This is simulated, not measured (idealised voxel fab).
Name of the process module below: voxel double patterning
The width of the displayed cross-section, cut, is 235 nm; its cells are square, with a size of 5 nm.
When this document writes out a cross-section, it uses a grid of square cells and lists it as bands, beginning at the top and moving down, with a band standing for one or more rows of cells.
Band entry format. Leading values: height of top, height of bottom, nm. Remainder: materials in left-to-right order, each with its width in nm. Special words: "full width" on a single material, which then fills the band edge to edge; "empty", empty space.
For the purposes of this specification, 0 denotes the height below which the wafer in its as-received condition is composed wholly of one material, and the lowermost band, lacking a lower limit, extends downward without end, as expressed in "0 down".
The expression "30->40" gives the width at the extremes of the band, the first number at its top row of cells and the second at its bottom row, with the width changing by equal amounts from each row to the next in between.
Key: "everything unchanged" - step with no changed cell in the cross-section.
Basically, "Closed cavities" tells you about the enclosed voids: empty spaces with no open way to the top, 8 cells or bigger, each written width x height at distance, where distance is from the left edge, all in nm.
Note: text after step settings on the step line = simulator remark on that step.
overlay nm: on a step with a mask, how far right of its planned place the mask lay; negative means left.

## The steps planned for the process are as follows
1. op RECEIVE | material Si
2. op CONFORMAL_DEP | material SiO2 | thk nm 10
3. op DIRECTIONAL_DEP | material W | thk nm 15
4. op DIRECTIONAL_DEP | material SiN | thk nm 5
5. op PATTERN | tone open | mask id FIRST | material resist | width nm 15 | pitch nm 50 | thk nm 20 | overlay nm 0
6. op DIRECTIONAL_ETCH | etch materials SiN | depth nm 5
7. op STRIP | etch materials resist
8. op MASKED_ETCH | tone open | mask id SECOND | width nm 15 | etch materials SiN | depth nm 5 | overlay nm 0
9. op DIRECTIONAL_ETCH | etch materials W | depth nm 15
10. op STRIP | etch materials SiN

## First of two wafers, processed according to plan

## Cross-section of the wafer at receipt, which is the condition after step 1
* 0 down: Si full width
* Closed cavities: none

## Presented here is a cross-section of the wafer after step 2 has been performed
* 10 to 0: SiO2 full width
* Under 0: no change, same as before.

## Presented here is a cross-section of the wafer after step 3 has been performed
* 25 to 10: W full width
* Under 10: no change, same as before.

## Presented here is a cross-section of the wafer after step 4 has been performed
* 30 to 25: SiN full width
* Under 25: no change, same as before.

## Presented here is a cross-section of the wafer after step 5 has been performed
* 50 to 30: resist: 85 | empty: 15 | resist: 35 | empty: 15 | resist: 85
* Under 30: no change, same as before.

## Presented here is a cross-section of the wafer after step 6 has been performed
* 50 to 30: resist: 85 | empty: 15 | resist: 35 | empty: 15 | resist: 85
* 30 to 25: SiN: 85 | empty: 15 | SiN: 35 | empty: 15 | SiN: 85
* Under 25: no change, same as before.

## Presented here is a cross-section of the wafer after step 7 has been performed
* 30 to 25: SiN: 85 | empty: 15 | SiN: 35 | empty: 15 | SiN: 85
* Under 25: no change, same as before.

## Presented here is a cross-section of the wafer after step 8 has been performed
* 30 to 25: SiN: 85 | empty: 15 | SiN: 10 | empty: 15 | SiN: 10 | empty: 15 | SiN: 85
* Under 25: no change, same as before.

## Presented here is a cross-section of the wafer after step 9 has been performed
* 30 to 25: SiN: 85 | empty: 15 | SiN: 10 | empty: 15 | SiN: 10 | empty: 15 | SiN: 85
* 25 to 10: W: 85 | empty: 15 | W: 10 | empty: 15 | W: 10 | empty: 15 | W: 85
* Under 10: no change, same as before.

## Presented here is a cross-section of the wafer after step 10 has been performed
* 25 to 10: W: 85 | empty: 15 | W: 10 | empty: 15 | W: 10 | empty: 15 | W: 85
* Under 10: no change, same as before.

## Wafer two. Identical start, identical plan. One mistake in execution. Identical history through step 2

## The second wafer cut through, at the time step 3 was supposed to be finished
* 40 to 10: W full width
* Under 10: no change, same as before.

## The second wafer cut through, at the time step 4 was supposed to be finished
* 45 to 40: SiN full width
* Under 40: no change, same as before.

## The second wafer cut through, at the time step 5 was supposed to be finished
* 65 to 45: resist: 85 | empty: 15 | resist: 35 | empty: 15 | resist: 85
* Under 45: no change, same as before.

## The second wafer cut through, at the time step 6 was supposed to be finished
* 65 to 45: resist: 85 | empty: 15 | resist: 35 | empty: 15 | resist: 85
* 45 to 40: SiN: 85 | empty: 15 | SiN: 35 | empty: 15 | SiN: 85
* Under 40: no change, same as before.

## The second wafer cut through, at the time step 7 was supposed to be finished
* 45 to 40: SiN: 85 | empty: 15 | SiN: 35 | empty: 15 | SiN: 85
* Under 40: no change, same as before.

## The second wafer cut through, at the time step 8 was supposed to be finished
* 45 to 40: SiN: 85 | empty: 15 | SiN: 10 | empty: 15 | SiN: 10 | empty: 15 | SiN: 85
* Under 40: no change, same as before.

## The second wafer cut through, at the time step 9 was supposed to be finished
* 45 to 40: SiN: 85 | empty: 15 | SiN: 10 | empty: 15 | SiN: 10 | empty: 15 | SiN: 85
* 40 to 25: W: 85 | empty: 15 | W: 10 | empty: 15 | W: 10 | empty: 15 | W: 85
* Under 25: no change, same as before.

## The second wafer cut through, at the time step 10 was supposed to be finished
* 40 to 25: W: 85 | empty: 15 | W: 10 | empty: 15 | W: 10 | empty: 15 | W: 85
* Under 25: no change, same as before.
Short version of what went wrong: execution of plan step 3 occurred twice
Upon completion, the second wafer contains, in terms of cells, a greater or smaller amount of certain materials than the first wafer: 141 more of W
